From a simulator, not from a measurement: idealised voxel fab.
process module | voxel fin reveal
cross-section cut | 290 nm wide | cells 5 nm
A cross-section is a grid of square cells, given in bands from the top down. A band is one or more rows of cells.
Each band's line starts with the height of the band's top and of its bottom, in nm. Then come its materials from left to right, each with its width in nm. One material with "throughout" fills the band from edge to edge. "air" is empty space.
Height 0 is the level under which the wafer as received is all one material. The lowest band goes on downwards, as in "0 down".
A width such as "30 to 40" changes by the same amount from each row of cells to the next, from the band's top row to its bottom row.
"no change" after a step means that no cell of the cross-section changed.
closed voids: empty space of 8 cells or more with no open way to the top, each as width x height at its distance from the left edge, in nm
after a step's settings: what the simulator itself notes on the step
overlay nm, on a step with a mask: how far to the right of its planned place the mask lay; to the left if negative
plan
1 op RECEIVE | material Si
2 op CONFORMAL_DEP | material SiN | thk nm 5
3 op DIRECTIONAL_DEP | material aC | thk nm 10
4 op PATTERN | tone cover | mask id FINS | material resist | width nm 15 | pitch nm 35 | thk nm 30 | overlay nm 0
5 op DIRECTIONAL_ETCH | etch materials aC | depth nm 10
6 op STRIP | etch materials resist
7 op DIRECTIONAL_ETCH | etch materials SiN | depth nm 5
8 op DIRECTIONAL_ETCH | etch materials Si | depth nm 30
9 op STRIP | etch materials aC
10 op OXIDIZE | depth nm 5
11 op FILL_DEP | material SiO2 | thk nm 15
12 op CMP | height nm 5
13 op SELECTIVE_ETCH | etch materials SiO2 | depth nm 20
14 op STRIP | etch materials SiN
15 op CONFORMAL_DEP | material HfO2 | thk nm 5
as received, after step 1
  0 down: Si throughout
  closed voids: none
a wafer at the end: this start, this plan, one mistake
  5 to 0: air 120 | HfO2 15 | air 20 | HfO2 15 | air 120
  0 to -10: air 120 | HfO2 5 | Si 5 | HfO2 5 | air 20 | HfO2 5 | Si 5 | HfO2 5 | air 120
  -10 to -15: HfO2 125 | Si 5 | HfO2 30 | Si 5 | HfO2 125
  -15 to -40: SiO2 125 | Si 5 | SiO2 30 | Si 5 | SiO2 125
  -40 down: Si throughout
  closed voids: none
what went wrong: step 8 ran as: op DIRECTIONAL_ETCH | etch materials Si | depth nm 35
